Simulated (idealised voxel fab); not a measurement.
process module | voxel self aligned contacts
cross-section cut | 255 nm wide | cells 5 nm
A cross-section is a grid of square cells, given in bands from the top down. A band is one or more rows of cells.
Each band's line starts with the height of the band's top and of its bottom, in nm. Then come its materials from left to right, each with its width in nm. One material with "throughout" fills the band from edge to edge. "air" is empty space.
Height 0 is the level under which the wafer as received is all one material. The lowest band goes on downwards, as in "0 down".
A width such as "30 to 40" changes by the same amount from each row of cells to the next, from the band's top row to its bottom row.
"no change" after a step means that no cell of the cross-section changed.
closed voids: empty space of 8 cells or more with no open way to the top, each as width x height at its distance from the left edge, in nm
after a step's settings: what the simulator itself notes on the step
overlay nm, on a step with a mask: how far to the right of its planned place the mask lay; to the left if negative
plan
1 op RECEIVE | material Si
2 op CONFORMAL_DEP | material SiO2 | thk nm 5
3 op DIRECTIONAL_DEP | material polySi | thk nm 25
4 op DIRECTIONAL_DEP | material SiN | thk nm 25
5 op PATTERN | tone cover | mask id GATE | material resist | width nm 25 | pitch nm 60 | thk nm 15 | overlay nm 0
6 op DIRECTIONAL_ETCH | etch materials SiN | depth nm 25
7 op DIRECTIONAL_ETCH | etch materials polySi | depth nm 25
8 op STRIP | etch materials resist
9 op CONFORMAL_DEP | material SiN | thk nm 10
10 op DIRECTIONAL_ETCH | etch materials SiN | depth nm 10
11 op FILL_DEP | material SiO2 | thk nm 15
12 op CMP | height nm 60
13 op PATTERN | tone open | mask id CONTACT | material resist | width nm 45 | thk nm 15 | overlay nm 0
14 op DIRECTIONAL_ETCH | etch materials SiO2 | depth nm 60
15 op STRIP | etch materials resist
16 op CONFORMAL_DEP | material TiN | thk nm 5
17 op FILL_DEP | material Ru | thk nm 5
18 op CMP | height nm 60
19 op CONFORMAL_DEP | material SiCN | thk nm 5
first wafer, as planned
as received, after step 1
  0 down: Si throughout
  closed voids: none
after step 2
  5 to 0: SiO2 throughout
  below 0: unchanged
after step 3
  30 to 5: polySi throughout
  below 5: unchanged
after step 4
  55 to 30: SiN throughout
  below 30: unchanged
after step 5
  70 to 55: air 85 | resist 25 | air 35 | resist 25 | air 85
  below 55: unchanged
after step 6
  70 to 55: air 85 | resist 25 | air 35 | resist 25 | air 85
  55 to 30: air 85 | SiN 25 | air 35 | SiN 25 | air 85
  below 30: unchanged
after step 7
  70 to 55: air 85 | resist 25 | air 35 | resist 25 | air 85
  55 to 30: air 85 | SiN 25 | air 35 | SiN 25 | air 85
  30 to 5: air 85 | polySi 25 | air 35 | polySi 25 | air 85
  below 5: unchanged
after step 8
  55 to 30: air 85 | SiN 25 | air 35 | SiN 25 | air 85
  below 30: unchanged
after step 9
  65 to 30: air 75 | SiN 45 | air 15 | SiN 45 | air 75
  30 to 15: air 75 | SiN 10 | polySi 25 | SiN 10 | air 15 | SiN 10 | polySi 25 | SiN 10 | air 75
  15 to 5: SiN 85 | polySi 25 | SiN 35 | polySi 25 | SiN 85
  below 5: unchanged
after step 10
  55 to 30: air 75 | SiN 45 | air 15 | SiN 45 | air 75
  30 to 5: air 75 | SiN 10 | polySi 25 | SiN 10 | air 15 | SiN 10 | polySi 25 | SiN 10 | air 75
  below 5: unchanged
after step 11
  70 to 55: SiO2 throughout
  55 to 30: SiO2 75 | SiN 45 | SiO2 15 | SiN 45 | SiO2 75
  30 to 5: SiO2 75 | SiN 10 | polySi 25 | SiN 10 | SiO2 15 | SiN 10 | polySi 25 | SiN 10 | SiO2 75
  below 5: unchanged
after step 12
  60 to 55: SiO2 throughout
  below 55: unchanged
after step 13
  75 to 60: resist 105 | air 45 | resist 105
  below 60: unchanged
after step 14
  75 to 60: resist 105 | air 45 | resist 105
  60 to 55: SiO2 105 | air 45 | SiO2 105
  55 to 30: SiO2 75 | SiN 45 | air 15 | SiN 45 | SiO2 75
  30 to 5: SiO2 75 | SiN 10 | polySi 25 | SiN 10 | air 15 | SiN 10 | polySi 25 | SiN 10 | SiO2 75
  5 to 0: SiO2 120 | air 15 | SiO2 120
  below 0: unchanged
after step 15
  60 to 55: SiO2 105 | air 45 | SiO2 105
  below 55: unchanged
after step 16
  65 to 60: TiN 110 | air 35 | TiN 110
  60 to 55: SiO2 105 | TiN 20 | air 5 | TiN 20 | SiO2 105
  55 to 30: SiO2 75 | SiN 45 | TiN 5 | air 5 | TiN 5 | SiN 45 | SiO2 75
  30 to 5: SiO2 75 | SiN 10 | polySi 25 | SiN 10 | TiN 5 | air 5 | TiN 5 | SiN 10 | polySi 25 | SiN 10 | SiO2 75
  5 to 0: SiO2 120 | TiN 15 | SiO2 120
  below 0: unchanged
after step 17
  70 to 65: Ru throughout
  65 to 60: TiN 110 | Ru 35 | TiN 110
  60 to 55: SiO2 105 | TiN 20 | Ru 5 | TiN 20 | SiO2 105
  55 to 30: SiO2 75 | SiN 45 | TiN 5 | Ru 5 | TiN 5 | SiN 45 | SiO2 75
  30 to 5: SiO2 75 | SiN 10 | polySi 25 | SiN 10 | TiN 5 | Ru 5 | TiN 5 | SiN 10 | polySi 25 | SiN 10 | SiO2 75
  below 5: unchanged
after step 18
  60 to 55: SiO2 105 | TiN 20 | Ru 5 | TiN 20 | SiO2 105
  below 55: unchanged
after step 19
  65 to 60: SiCN throughout
  below 60: unchanged
second wafer: like start, like plan, one mistake. Through step 5 it matches the first wafer
when step 6 should have ended
  70 to 55: air 85 | resist 25 | air 35 | resist 25 | air 85
  55 to 35: air 85 | SiN 25 | air 35 | SiN 25 | air 85
  below 35: unchanged
when step 7 should have ended: no change
when step 8 should have ended
  55 to 35: air 85 | SiN 25 | air 35 | SiN 25 | air 85
  below 35: unchanged
when step 9 should have ended
  65 to 45: air 75 | SiN 45 | air 15 | SiN 45 | air 75
  45 to 30: SiN throughout
  below 30: unchanged
when step 10 should have ended
  55 to 35: air 75 | SiN 45 | air 15 | SiN 45 | air 75
  below 35: unchanged
when step 11 should have ended
  70 to 55: SiO2 throughout
  55 to 35: SiO2 75 | SiN 45 | SiO2 15 | SiN 45 | SiO2 75
  below 35: unchanged
when step 12 should have ended
  60 to 55: SiO2 throughout
  below 55: unchanged
when step 13 should have ended
  75 to 60: resist 105 | air 45 | resist 105
  below 60: unchanged
when step 14 should have ended
  75 to 60: resist 105 | air 45 | resist 105
  60 to 55: SiO2 105 | air 45 | SiO2 105
  55 to 35: SiO2 75 | SiN 45 | air 15 | SiN 45 | SiO2 75
  below 35: unchanged
when step 15 should have ended
  60 to 55: SiO2 105 | air 45 | SiO2 105
  below 55: unchanged
when step 16 should have ended
  65 to 60: TiN 110 | air 35 | TiN 110
  60 to 55: SiO2 105 | TiN 20 | air 5 | TiN 20 | SiO2 105
  55 to 40: SiO2 75 | SiN 45 | TiN 5 | air 5 | TiN 5 | SiN 45 | SiO2 75
  40 to 35: SiO2 75 | SiN 45 | TiN 15 | SiN 45 | SiO2 75
  below 35: unchanged
when step 17 should have ended
  70 to 65: Ru throughout
  65 to 60: TiN 110 | Ru 35 | TiN 110
  60 to 55: SiO2 105 | TiN 20 | Ru 5 | TiN 20 | SiO2 105
  55 to 40: SiO2 75 | SiN 45 | TiN 5 | Ru 5 | TiN 5 | SiN 45 | SiO2 75
  below 40: unchanged
when step 18 should have ended
  60 to 55: SiO2 105 | TiN 20 | Ru 5 | TiN 20 | SiO2 105
  below 55: unchanged
when step 19 should have ended
  65 to 60: SiCN throughout
  below 60: unchanged
what went wrong: step 6 ran as: op DIRECTIONAL_ETCH | etch materials SiN | depth nm 20
at the end the second wafer has, in cells: 7 fewer of Ru | 7 fewer of SiN | 177 fewer of SiO2 | 14 fewer of TiN | 205 more of polySi
